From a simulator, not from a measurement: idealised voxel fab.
Name of the process module below: voxel plated lines
Shown is cross-section cut, with a width of 270 nm and square cells of size 5 nm.
For the purposes of this document, a cross-section shall be understood as a grid of square cells, specified as bands listed in top-to-bottom order, each band consisting of one or more rows of cells.
It is stipulated that each band's entry specify, in nanometres, the height of the top of the band and then that of its bottom, followed by the materials of the band in left-to-right sequence, each together with its width in nanometres. A single material marked by the word "full width" is understood to fill the band from edge to edge; the word "empty" is understood to denote empty space.
Heights from 0 (as-received wafer is one material below). Bottom band endless downward, as "0 -> down".
A width given as "30->40" starts at the first number in the band's top row and ends at the second number in its bottom row, shifting by an equal amount at every step from row to row.
A step reported as "no alteration" is a step in which no cell of the cross-section changed.
The entry titled "Enclosed void catalog" provides the empty spaces that have no open way to the top, restricted to those of 8 cells or more. Each is presented as width x height at distance, the distance being measured from the left edge, with all three in nm.
Heads up: the bit after the settings on a step's line is the simulator's remark on that step.
If you see "overlay nm" on a step's line and that step has a mask, it's telling you how far right of where it was planned the mask ended up; a negative number means it went left instead.
-- Planned process steps
1 RECEIVE [material Si]
2 CONFORMAL_DEP [material SiO2] [thk nm 10]
3 DIRECTIONAL_DEP [material TiN] [thk nm 5]
4 PATTERN [tone open] [mask id LINES] [material resist] [width nm 15] [pitch nm 40] [thk nm 20] [overlay nm 0]
5 EPI [material Ru] [thk nm 5]
6 STRIP [etch materials resist]
7 DIRECTIONAL_ETCH [etch materials TiN] [depth nm 5]
8 CONFORMAL_DEP [material SiN] [thk nm 5]
Across this set of wafers, the varied parameter is the width nm of step 4. Starting conditions are identical for every wafer, and the plan reports the value assigned to the first wafer.
-- The as-received cross-section of the first of several wafers corresponds to the state after step 1
	0 -> down | Si full width
	Enclosed void catalog: none
-- Depicted here is the first of several wafers in cross-section, at module completion following the last step, step 8
	25 -> 20 | empty 80 nm, SiN 25 nm, empty 15 nm, SiN 25 nm, empty 15 nm, SiN 25 nm, empty 85 nm
	20 -> 15 | empty 80 nm, SiN 5 nm, Ru 15 nm, SiN 5 nm, empty 15 nm, SiN 5 nm, Ru 15 nm, SiN 5 nm, empty 15 nm, SiN 5 nm, Ru 15 nm, SiN 5 nm, empty 85 nm
	15 -> 10 | SiN 85 nm, TiN 15 nm, SiN 25 nm, TiN 15 nm, SiN 25 nm, TiN 15 nm, SiN 90 nm
	10 -> 0 | SiO2 full width
	0 -> down | Si full width
	Enclosed void catalog: none
-- Showing the last wafer in cross-section at the end of the module
	25 -> 20 | empty 75 nm, SiN 35 nm, empty 5 nm, SiN 35 nm, empty 5 nm, SiN 35 nm, empty 80 nm
	20 -> 15 | empty 75 nm, SiN 5 nm, Ru 25 nm, SiN 5 nm, empty 5 nm, SiN 5 nm, Ru 25 nm, SiN 5 nm, empty 5 nm, SiN 5 nm, Ru 25 nm, SiN 5 nm, empty 80 nm
	15 -> 10 | SiN 80 nm, TiN 25 nm, SiN 15 nm, TiN 25 nm, SiN 15 nm, TiN 25 nm, SiN 85 nm
	10 -> 0 | SiO2 full width
	0 -> down | Si full width
	Enclosed void catalog: none
-- Per wafer, end of module: cells gained (+) or lost (-) per material since receipt, then closed voids
width nm 15, +9 Ru, +66 SiN, +108 SiO2, +9 TiN, Enclosed void catalog: none
width nm 20, +12 Ru, +66 SiN, +108 SiO2, +12 TiN, Enclosed void catalog: none
width nm 25, +15 Ru, +66 SiN, +108 SiO2, +15 TiN, Enclosed void catalog: none
